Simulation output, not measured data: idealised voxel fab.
The following is a process module called voxel ribs on slabs.
Section cut is 140 nm wide and gridded with 5 nm square cells.
Cross-section, as written here: a square-cell grid given band by band from the top down, where a band holds one or more rows of cells.
It is stipulated that each band's entry specify, in nanometres, the height of the top of the band and then that of its bottom, followed by the materials of the band in left-to-right sequence, each together with its width in nanometres. A single material marked by the word "edge to edge" is understood to fill the band from edge to edge; the word "air" is understood to denote empty space.
Height reference: 0 = level under which incoming wafer is all one material. Lowest band: no bottom, runs on downward, e.g. "z 0 and below".
Width spec "30..40" -> top row of cells at first value, bottom row at second value, equal per-row change in between.
Where a step carries "no modifications", the cross-section came out of it unchanged, cell for cell.
Look at "Closed void entries" for the closed voids: empty spaces with no open path to the top, sized 8 cells or up. Each is width x height at distance, distance from the left edge, all nm.
Heads up: the bit after the settings on a step's line is the simulator's remark on that step.
overlay nm: on a step with a mask, how far right of its planned place the mask lay; negative means left.
**The planned process steps are enumerated hereunder**
1: RECEIVE (material Si)
2: DIRECTIONAL_DEP (material SiO2; thk nm 25)
3: DIRECTIONAL_DEP (material polySi; thk nm 25)
4: MASKED_ETCH (tone cover; mask id RIB; width nm 25; etch materials polySi; depth nm 20; overlay nm 0)
5: MASKED_ETCH (tone cover; mask id SLAB; width nm 85; etch materials polySi; depth nm 5; overlay nm 0)
6: FILL_DEP (material SiO2; thk nm 15)
7: CMP (height nm 60)
8: DIRECTIONAL_DEP (material TiN; thk nm 10)
9: MASKED_ETCH (tone cover; mask id HEATER; width nm 35; etch materials TiN; depth nm 10; overlay nm 0)
10: CONFORMAL_DEP (material SiO2; thk nm 5)
**So this is the incoming wafer in cross-section - it's already been through step 1**
	z 0 and below: Si edge to edge
	Closed void entries: none
**First of two wafers, end-of-module section, run followed plan**
	z 75 to 70: air 45, SiO2 45, air 50
	z 70 to 65: air 45, SiO2 5, TiN 35, SiO2 5, air 50
	z 65 to 60: SiO2 50, TiN 35, SiO2 55
	z 60 to 50: SiO2 edge to edge
	z 50 to 30: SiO2 55, polySi 25, SiO2 60
	z 30 to 25: SiO2 25, polySi 85, SiO2 30
	z 25 to 0: SiO2 edge to edge
	z 0 and below: Si edge to edge
	Closed void entries: none
**What the second wafer looks like in cross-section once the module is done. Its start and its plan matched the first wafer's exactly; what differed was one mistake in how it was run**
	z 75 to 70: air 45, SiO2 45, air 50
	z 70 to 65: air 45, SiO2 5, TiN 35, SiO2 5, air 50
	z 65 to 60: SiO2 50, TiN 35, SiO2 55
	z 60 to 45: SiO2 edge to edge
	z 45 to 30: SiO2 55, polySi 25, SiO2 60
	z 30 to 25: polySi 25, SiO2 30, polySi 25, SiO2 30, polySi 30
	z 25 to 0: SiO2 edge to edge
	z 0 and below: Si edge to edge
	Closed void entries: none
It is concluded that the wafer was processed incorrectly with respect to the plan, in that in deviation from the planned setting, step 5 was conducted as MASKED_ETCH (tone open; mask id SLAB; width nm 85; etch materials polySi; depth nm 5; overlay nm 0)
It is noted that, at the conclusion of processing, the second wafer exhibits a higher or lower cell count for certain materials relative to the first: SiO2 +6, polySi -6
